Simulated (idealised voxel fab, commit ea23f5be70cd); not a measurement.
Proc. module: voxel quadruple lines
The cross-section on display is named cut; it measures 230 nm wide, and its cells are 5 nm squares.
Heads up, the way a cross-section reads in here is a grid of square cells, handed over as bands from the top down, with every band being one or more rows of cells. Band entry format. Leading values: height of top, height of bottom, nm. Remainder: materials in left-to-right order, each with its width in nm. Special words: "all across" on a single material, which then fills the band edge to edge; "empty", empty space. Heights from 0 (as-received wafer is one material below). Bottom band endless downward, as "0..down". You'd read "30->40" like this: the band's top row of cells is as wide as the first number, its bottom row is as wide as the second, and going down, every row changes width by the same amount as the row before did. "remains unaltered" -> step changed no cross-section cell. Enclosed voids (no open way to top), threshold 8 cells or more, entry "Voids, sealed", notation width x height at distance, distance from left edge, nm. The remark found on a step's line after its settings is issued by the simulator itself and pertains to that step. overlay nm: mask right of planned place by this much (step with mask). Neg. = left.
## plan
- 1: op RECEIVE | material Si
- 2: op CONFORMAL_DEP | material Al2O3 | thk nm 5
- 3: op DIRECTIONAL_DEP | material W | thk nm 10
- 4: op DIRECTIONAL_DEP | material polySi | thk nm 15
- 5: op DIRECTIONAL_DEP | material aC | thk nm 25
- 6: op PATTERN | tone cover | mask id MANDREL | material resist | width nm 25 | pitch nm 80 | thk nm 35 | overlay nm 0
- 7: op DIRECTIONAL_ETCH | etch materials aC | depth nm 25
- 8: op STRIP | etch materials resist
- 9: op CONFORMAL_DEP | material SiO2 | thk nm 15
- 10: op DIRECTIONAL_ETCH | etch materials SiO2 | depth nm 15
- 11: op STRIP | etch materials aC
- 12: op DIRECTIONAL_ETCH | etch materials polySi | depth nm 15
- 13: op STRIP | etch materials SiO2
- 14: op CONFORMAL_DEP | material SiN | thk nm 5
- 15: op DIRECTIONAL_ETCH | etch materials SiN | depth nm 5
- 16: op STRIP | etch materials polySi
- 17: op DIRECTIONAL_ETCH | etch materials W | depth nm 10
- 18: op STRIP | etch materials SiN
- 19: op FILL_DEP | material lowk | thk nm 5
- 20: op CMP | height nm 15
## First of two wafers, processed according to plan
## This is the cross-section of the wafer as we received it, i.e. after step 1
* 0..down: Si all across
* Voids, sealed: none
## Upon completion of step 2, the wafer appears in cross-section as shown
* 5..0: Al2O3 all across
* Whatever lies below 0 is exactly as it was before.
## Upon completion of step 3, the wafer appears in cross-section as shown
* 15..5: W all across
* Whatever lies below 5 is exactly as it was before.
## Upon completion of step 4, the wafer appears in cross-section as shown
* 30..15: polySi all across
* Whatever lies below 15 is exactly as it was before.
## Upon completion of step 5, the wafer appears in cross-section as shown
* 55..30: aC all across
* Whatever lies below 30 is exactly as it was before.
## Upon completion of step 6, the wafer appears in cross-section as shown
* 90..55: 60 of empty, 25 of resist, 55 of empty, 25 of resist, 65 of empty
* Whatever lies below 55 is exactly as it was before.
## Upon completion of step 7, the wafer appears in cross-section as shown
* 65..55: 60 of empty, 25 of resist, 55 of empty, 25 of resist, 65 of empty
* 55..30: 60 of empty, 25 of aC, 55 of empty, 25 of aC, 65 of empty
* Whatever lies below 30 is exactly as it was before.
## Upon completion of step 8, the wafer appears in cross-section as shown
* 55..30: 60 of empty, 25 of aC, 55 of empty, 25 of aC, 65 of empty
* Whatever lies below 30 is exactly as it was before.
## Upon completion of step 9, the wafer appears in cross-section as shown
* 70..55: 45 of empty, 55 of SiO2, 25 of empty, 55 of SiO2, 50 of empty
* 55..45: 45 of empty, 15 of SiO2, 25 of aC, 15 of SiO2, 25 of empty, 15 of SiO2, 25 of aC, 15 of SiO2, 50 of empty
* 45..30: 60 of SiO2, 25 of aC, 55 of SiO2, 25 of aC, 65 of SiO2
* Whatever lies below 30 is exactly as it was before.
## Upon completion of step 10, the wafer appears in cross-section as shown
* 55..30: 45 of empty, 15 of SiO2, 25 of aC, 15 of SiO2, 25 of empty, 15 of SiO2, 25 of aC, 15 of SiO2, 50 of empty
* Whatever lies below 30 is exactly as it was before.
## Upon completion of step 11, the wafer appears in cross-section as shown
* 55..30: 45 of empty, 15 of SiO2, 25 of empty, 15 of SiO2, 25 of empty, 15 of SiO2, 25 of empty, 15 of SiO2, 50 of empty
* Whatever lies below 30 is exactly as it was before.
## Upon completion of step 12, the wafer appears in cross-section as shown
* 55..30: 45 of empty, 15 of SiO2, 25 of empty, 15 of SiO2, 25 of empty, 15 of SiO2, 25 of empty, 15 of SiO2, 50 of empty
* 30..15: 45 of empty, 15 of polySi, 25 of empty, 15 of polySi, 25 of empty, 15 of polySi, 25 of empty, 15 of polySi, 50 of empty
* Whatever lies below 15 is exactly as it was before.
## Upon completion of step 13, the wafer appears in cross-section as shown
* 30..15: 45 of empty, 15 of polySi, 25 of empty, 15 of polySi, 25 of empty, 15 of polySi, 25 of empty, 15 of polySi, 50 of empty
* Whatever lies below 15 is exactly as it was before.
## Upon completion of step 14, the wafer appears in cross-section as shown
* 35..30: 40 of empty, 25 of SiN, 15 of empty, 25 of SiN, 15 of empty, 25 of SiN, 15 of empty, 25 of SiN, 45 of empty
* 30..20: 40 of empty, 5 of SiN, 15 of polySi, 5 of SiN, 15 of empty, 5 of SiN, 15 of polySi, 5 of SiN, 15 of empty, 5 of SiN, 15 of polySi, 5 of SiN, 15 of empty, 5 of SiN, 15 of polySi, 5 of SiN, 45 of empty
* 20..15: 45 of SiN, 15 of polySi, 25 of SiN, 15 of polySi, 25 of SiN, 15 of polySi, 25 of SiN, 15 of polySi, 50 of SiN
* Whatever lies below 15 is exactly as it was before.
## Upon completion of step 15, the wafer appears in cross-section as shown
* 30..15: 40 of empty, 5 of SiN, 15 of polySi, 5 of SiN, 15 of empty, 5 of SiN, 15 of polySi, 5 of SiN, 15 of empty, 5 of SiN, 15 of polySi, 5 of SiN, 15 of empty, 5 of SiN, 15 of polySi, 5 of SiN, 45 of empty
* Whatever lies below 15 is exactly as it was before.
## Upon completion of step 16, the wafer appears in cross-section as shown
* 30..15: 40 of empty, 5 of SiN, 15 of empty, 5 of SiN, 15 of empty, 5 of SiN, 15 of empty, 5 of SiN, 15 of empty, 5 of SiN, 15 of empty, 5 of SiN, 15 of empty, 5 of SiN, 15 of empty, 5 of SiN, 45 of empty
* Whatever lies below 15 is exactly as it was before.
## Upon completion of step 17, the wafer appears in cross-section as shown
* 30..15: 40 of empty, 5 of SiN, 15 of empty, 5 of SiN, 15 of empty, 5 of SiN, 15 of empty, 5 of SiN, 15 of empty, 5 of SiN, 15 of empty, 5 of SiN, 15 of empty, 5 of SiN, 15 of empty, 5 of SiN, 45 of empty
* 15..5: 40 of empty, 5 of W, 15 of empty, 5 of W, 15 of empty, 5 of W, 15 of empty, 5 of W, 15 of empty, 5 of W, 15 of empty, 5 of W, 15 of empty, 5 of W, 15 of empty, 5 of W, 45 of empty
* Whatever lies below 5 is exactly as it was before.
## Upon completion of step 18, the wafer appears in cross-section as shown
* 15..5: 40 of empty, 5 of W, 15 of empty, 5 of W, 15 of empty, 5 of W, 15 of empty, 5 of W, 15 of empty, 5 of W, 15 of empty, 5 of W, 15 of empty, 5 of W, 15 of empty, 5 of W, 45 of empty
* Whatever lies below 5 is exactly as it was before.
## Upon completion of step 19, the wafer appears in cross-section as shown
* 20..15: lowk all across
* 15..5: 40 of lowk, 5 of W, 15 of lowk, 5 of W, 15 of lowk, 5 of W, 15 of lowk, 5 of W, 15 of lowk, 5 of W, 15 of lowk, 5 of W, 15 of lowk, 5 of W, 15 of lowk, 5 of W, 45 of lowk
* Whatever lies below 5 is exactly as it was before.
## Upon completion of step 20, the wafer appears in cross-section as shown
* 15..5: 40 of lowk, 5 of W, 15 of lowk, 5 of W, 15 of lowk, 5 of W, 15 of lowk, 5 of W, 15 of lowk, 5 of W, 15 of lowk, 5 of W, 15 of lowk, 5 of W, 15 of lowk, 5 of W, 45 of lowk
* Whatever lies below 5 is exactly as it was before.
## Now the other wafer: same start, same recipe, but we messed up one thing when running it. Up to and including step 1 it's the same as the first one
## Cross-section: second wafer, time at which step 2 was scheduled to end
* 5..0: SiO2 all across
* Whatever lies below 0 is exactly as it was before.
## Cross-section: second wafer, time at which step 3 was scheduled to end
* 15..5: W all across
* Whatever lies below 5 is exactly as it was before.
## Cross-section: second wafer, time at which step 4 was scheduled to end
* 30..15: polySi all across
* Whatever lies below 15 is exactly as it was before.
## Cross-section: second wafer, time at which step 5 was scheduled to end
* 55..30: aC all across
* Whatever lies below 30 is exactly as it was before.
## Cross-section: second wafer, time at which step 6 was scheduled to end
* 90..55: 60 of empty, 25 of resist, 55 of empty, 25 of resist, 65 of empty
* Whatever lies below 55 is exactly as it was before.
## Cross-section: second wafer, time at which step 7 was scheduled to end
* 65..55: 60 of empty, 25 of resist, 55 of empty, 25 of resist, 65 of empty
* 55..30: 60 of empty, 25 of aC, 55 of empty, 25 of aC, 65 of empty
* Whatever lies below 30 is exactly as it was before.
## Cross-section: second wafer, time at which step 8 was scheduled to end
* 55..30: 60 of empty, 25 of aC, 55 of empty, 25 of aC, 65 of empty
* Whatever lies below 30 is exactly as it was before.
## Cross-section: second wafer, time at which step 9 was scheduled to end
* 70..55: 45 of empty, 55 of SiO2, 25 of empty, 55 of SiO2, 50 of empty
* 55..45: 45 of empty, 15 of SiO2, 25 of aC, 15 of SiO2, 25 of empty, 15 of SiO2, 25 of aC, 15 of SiO2, 50 of empty
* 45..30: 60 of SiO2, 25 of aC, 55 of SiO2, 25 of aC, 65 of SiO2
* Whatever lies below 30 is exactly as it was before.
## Cross-section: second wafer, time at which step 10 was scheduled to end
* 55..30: 45 of empty, 15 of SiO2, 25 of aC, 15 of SiO2, 25 of empty, 15 of SiO2, 25 of aC, 15 of SiO2, 50 of empty
* Whatever lies below 30 is exactly as it was before.
## Cross-section: second wafer, time at which step 11 was scheduled to end
* 55..30: 45 of empty, 15 of SiO2, 25 of empty, 15 of SiO2, 25 of empty, 15 of SiO2, 25 of empty, 15 of SiO2, 50 of empty
* Whatever lies below 30 is exactly as it was before.
## Cross-section: second wafer, time at which step 12 was scheduled to end
* 55..30: 45 of empty, 15 of SiO2, 25 of empty, 15 of SiO2, 25 of empty, 15 of SiO2, 25 of empty, 15 of SiO2, 50 of empty
* 30..15: 45 of empty, 15 of polySi, 25 of empty, 15 of polySi, 25 of empty, 15 of polySi, 25 of empty, 15 of polySi, 50 of empty
* Whatever lies below 15 is exactly as it was before.
## Cross-section: second wafer, time at which step 13 was scheduled to end
* 30..15: 45 of empty, 15 of polySi, 25 of empty, 15 of polySi, 25 of empty, 15 of polySi, 25 of empty, 15 of polySi, 50 of empty
* Whatever lies below 15 is exactly as it was before.
## Cross-section: second wafer, time at which step 14 was scheduled to end
* 35..30: 40 of empty, 25 of SiN, 15 of empty, 25 of SiN, 15 of empty, 25 of SiN, 15 of empty, 25 of SiN, 45 of empty
* 30..20: 40 of empty, 5 of SiN, 15 of polySi, 5 of SiN, 15 of empty, 5 of SiN, 15 of polySi, 5 of SiN, 15 of empty, 5 of SiN, 15 of polySi, 5 of SiN, 15 of empty, 5 of SiN, 15 of polySi, 5 of SiN, 45 of empty
* 20..15: 45 of SiN, 15 of polySi, 25 of SiN, 15 of polySi, 25 of SiN, 15 of polySi, 25 of SiN, 15 of polySi, 50 of SiN
* Whatever lies below 15 is exactly as it was before.
## Cross-section: second wafer, time at which step 15 was scheduled to end
* 30..15: 40 of empty, 5 of SiN, 15 of polySi, 5 of SiN, 15 of empty, 5 of SiN, 15 of polySi, 5 of SiN, 15 of empty, 5 of SiN, 15 of polySi, 5 of SiN, 15 of empty, 5 of SiN, 15 of polySi, 5 of SiN, 45 of empty
* Whatever lies below 15 is exactly as it was before.
## Cross-section: second wafer, time at which step 16 was scheduled to end
* 30..15: 40 of empty, 5 of SiN, 15 of empty, 5 of SiN, 15 of empty, 5 of SiN, 15 of empty, 5 of SiN, 15 of empty, 5 of SiN, 15 of empty, 5 of SiN, 15 of empty, 5 of SiN, 15 of empty, 5 of SiN, 45 of empty
* Whatever lies below 15 is exactly as it was before.
## Cross-section: second wafer, time at which step 17 was scheduled to end
* 30..15: 40 of empty, 5 of SiN, 15 of empty, 5 of SiN, 15 of empty, 5 of SiN, 15 of empty, 5 of SiN, 15 of empty, 5 of SiN, 15 of empty, 5 of SiN, 15 of empty, 5 of SiN, 15 of empty, 5 of SiN, 45 of empty
* 15..5: 40 of empty, 5 of W, 15 of empty, 5 of W, 15 of empty, 5 of W, 15 of empty, 5 of W, 15 of empty, 5 of W, 15 of empty, 5 of W, 15 of empty, 5 of W, 15 of empty, 5 of W, 45 of empty
* Whatever lies below 5 is exactly as it was before.
## Cross-section: second wafer, time at which step 18 was scheduled to end
* 15..5: 40 of empty, 5 of W, 15 of empty, 5 of W, 15 of empty, 5 of W, 15 of empty, 5 of W, 15 of empty, 5 of W, 15 of empty, 5 of W, 15 of empty, 5 of W, 15 of empty, 5 of W, 45 of empty
* Whatever lies below 5 is exactly as it was before.
## Cross-section: second wafer, time at which step 19 was scheduled to end
* 20..15: lowk all across
* 15..5: 40 of lowk, 5 of W, 15 of lowk, 5 of W, 15 of lowk, 5 of W, 15 of lowk, 5 of W, 15 of lowk, 5 of W, 15 of lowk, 5 of W, 15 of lowk, 5 of W, 15 of lowk, 5 of W, 45 of lowk
* Whatever lies below 5 is exactly as it was before.
## Cross-section: second wafer, time at which step 20 was scheduled to end
* 15..5: 40 of lowk, 5 of W, 15 of lowk, 5 of W, 15 of lowk, 5 of W, 15 of lowk, 5 of W, 15 of lowk, 5 of W, 15 of lowk, 5 of W, 15 of lowk, 5 of W, 15 of lowk, 5 of W, 45 of lowk
* Whatever lies below 5 is exactly as it was before.
Where did the run depart from the plan? for step 2, the planned setting was not used; the step was instead run as op CONFORMAL_DEP | material SiO2 | thk nm 5
Looking at both finished wafers in cells, the second ends up ahead of or behind the first on some materials: Al2O3: 46 fewer | SiO2: 46 more
